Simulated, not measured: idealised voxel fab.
The name of this process module is voxel fin reveal.
Square cells of 5 nm make up the cross-section cut, whose width is 275 nm.
A cross-section is written here as square cells arranged in a grid, and it is given in bands from the top down, each band taking up one or more rows of cells.
Top, bottom (nm), then materials left to right with widths (nm); lone material tagged "full width" fills the whole band edge to edge; "empty" = empty space.
Ref level 0: as-received wafer is one material below here. Bottom band extends down with no lower bound ("0 and below").
Quick explanation for "30 to 40": the width changes in equal steps down the rows of cells, from the first number in the band's top row to the second number in its bottom row.
"remained the same", as given for a step, is the statement that not any cell of the cross-section underwent a change during that step.
Basically, "Unvented internal voids" tells you about the enclosed voids: empty spaces with no open way to the top, 8 cells or bigger, each written width x height at distance, where distance is from the left edge, all in nm.
Text after the settings on a step's line: the simulator's own remark on that step.
overlay nm: on a step with a mask, how far right of its planned place the mask lay; negative means left.

Listed below are the process steps as planned:
step 1: op RECEIVE | material Si
step 2: op CONFORMAL_DEP | material SiN | thk nm 5
step 3: op DIRECTIONAL_DEP | material aC | thk nm 10
step 4: op PATTERN | tone cover | mask id FINS | material resist | width nm 15 | pitch nm 35 | thk nm 25 | overlay nm 0
step 5: op DIRECTIONAL_ETCH | etch materials aC | depth nm 10
step 6: op STRIP | etch materials resist
step 7: op DIRECTIONAL_ETCH | etch materials SiN | depth nm 5
step 8: op DIRECTIONAL_ETCH | etch materials Si | depth nm 35
step 9: op STRIP | etch materials aC
step 10: op FILL_DEP | material SiO2 | thk nm 5
step 11: op CMP | height nm 5
step 12: op SELECTIVE_ETCH | etch materials SiO2 | depth nm 5
step 13: op STRIP | etch materials SiN
step 14: op CONFORMAL_DEP | material SiO2 | thk nm 5
Where the wafers of this document differ is in the depth nm of step 12; they start out the same, and the plan states the value that applied to the first wafer.

Sectional view: first of several wafers, as received, after step 1:
  0 and below  Si full width
  Unvented internal voids: none

Cross-section after step 14, the final step of the module, for the first of several wafers:
  5 down to 0  SiO2 full width
  0 down to -35  SiO2=95; Si=15; SiO2=20; Si=15; SiO2=20; Si=15; SiO2=95
  -35 and below  Si full width
  Unvented internal voids: none

Cross-sectional view, end of module, last wafer of several:
  5 down to 0  empty=90; SiO2=25; empty=10; SiO2=25; empty=10; SiO2=25; empty=90
  0 down to -20  empty=90; SiO2=5; Si=15; SiO2=5; empty=10; SiO2=5; Si=15; SiO2=5; empty=10; SiO2=5; Si=15; SiO2=5; empty=90
  -20 down to -35  SiO2=95; Si=15; SiO2=20; Si=15; SiO2=20; Si=15; SiO2=95
  -35 and below  Si full width
  Unvented internal voids: none

Below, a row for every wafer. Read it as the end-of-module picture: for each material the wafer shows its cells gained (+) or lost (-) since it was received, and then its closed voids:
depth nm 5; -322 Si; +377 SiO2; Unvented internal voids: none
depth nm 10; -322 Si; +337 SiO2; Unvented internal voids: none
depth nm 15; -322 Si; +297 SiO2; Unvented internal voids: none
depth nm 20; -322 Si; +257 SiO2; Unvented internal voids: none
depth nm 25; -322 Si; +217 SiO2; Unvented internal voids: none
depth nm 30; -322 Si; +177 SiO2; Unvented internal voids: none
